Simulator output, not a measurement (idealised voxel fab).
Process module name: voxel ribs on slabs
Cross-sectional view cut (width: 200 nm; square cell size: 5 nm).
In this document a cross-section is written as a grid of square cells. It is given as a series of bands, listed from the top down, and a band is one or more rows of cells. The band entry comprises the height of the band's top followed by the height of its bottom, expressed in nm, and subsequently the band's materials from left to right, each stated together with its width in nm. Where a single material is marked with the word "everywhere", that material fills the band from edge to edge. The word "blank" represents empty space. Height is counted from the level 0, under which the received wafer is composed throughout of one material. The lowest of the bands is not closed at the bottom but continues downward, in the notation "top 0, no bottom". Top row gets the first number, bottom row gets the second, and each row in between changes by the same step: that is how a band width like "30->40" works. The cross-section has no changed cell in any step marked "nothing was modified". Any empty space of 8 cells or more lacking an open way to the top shows up in "Voids, enclosed" as width x height at distance, distance from the left edge, in nm. Text after the settings on a step's line: the simulator's own remark on that step. Among the settings permitted on a step's line is "overlay nm"; applied to a step with a mask, it specifies the extent to which the mask lay to the right of its planned position, whereas a negative figure signifies a position to the left.
THIS SECTION LISTS THE PROCESS STEPS THAT WERE PLANNED
| 1 | RECEIVE [material Si] |
| 2 | DIRECTIONAL_DEP [material SiO2] [thk nm 20] |
| 3 | DIRECTIONAL_DEP [material SiN] [thk nm 25] |
| 4 | PATTERN [tone cover] [mask id RIB] [material resist] [width nm 20] [thk nm 20] [overlay nm 0] |
| 5 | DIRECTIONAL_ETCH [etch materials SiN] [depth nm 5] |
| 6 | STRIP [etch materials resist] |
| 7 | PATTERN [tone cover] [mask id SLAB] [material resist] [width nm 80] [thk nm 15] [overlay nm 0] |
| 8 | DIRECTIONAL_ETCH [etch materials SiN] [depth nm 20] |
| 9 | STRIP [etch materials resist] |
| 10 | FILL_DEP [material SiO2] [thk nm 30] |
| 11 | CMP [height nm 65] |
| 12 | DIRECTIONAL_DEP [material W] [thk nm 10] |
| 13 | MASKED_ETCH [tone cover] [mask id HEATER] [width nm 30] [etch materials W] [depth nm 10] [overlay nm 0] |
| 14 | CONFORMAL_DEP [material SiO2] [thk nm 10] |
WAFER CROSS-SECTION ON RECEIPT, I.E. AFTER STEP 1
    top 0, no bottom: Si everywhere
    Voids, enclosed: none
POST-MODULE CROSS-SECTION: IDENTICAL START AND PLAN TO THOSE ABOVE, ONE MISSTEP IN EXECUTION
    top 85, bottom 75: blank: 75 | SiO2: 50 | blank: 75
    top 75, bottom 65: SiO2: 85 | W: 30 | SiO2: 85
    top 65, bottom 25: SiO2 everywhere
    top 25, bottom 0: SiN everywhere
    top 0, no bottom: Si everywhere
    Voids, enclosed: none
Against the plan, the run slipped here: steps 2 and 3 of the plan were each performed in the slot designated for the other
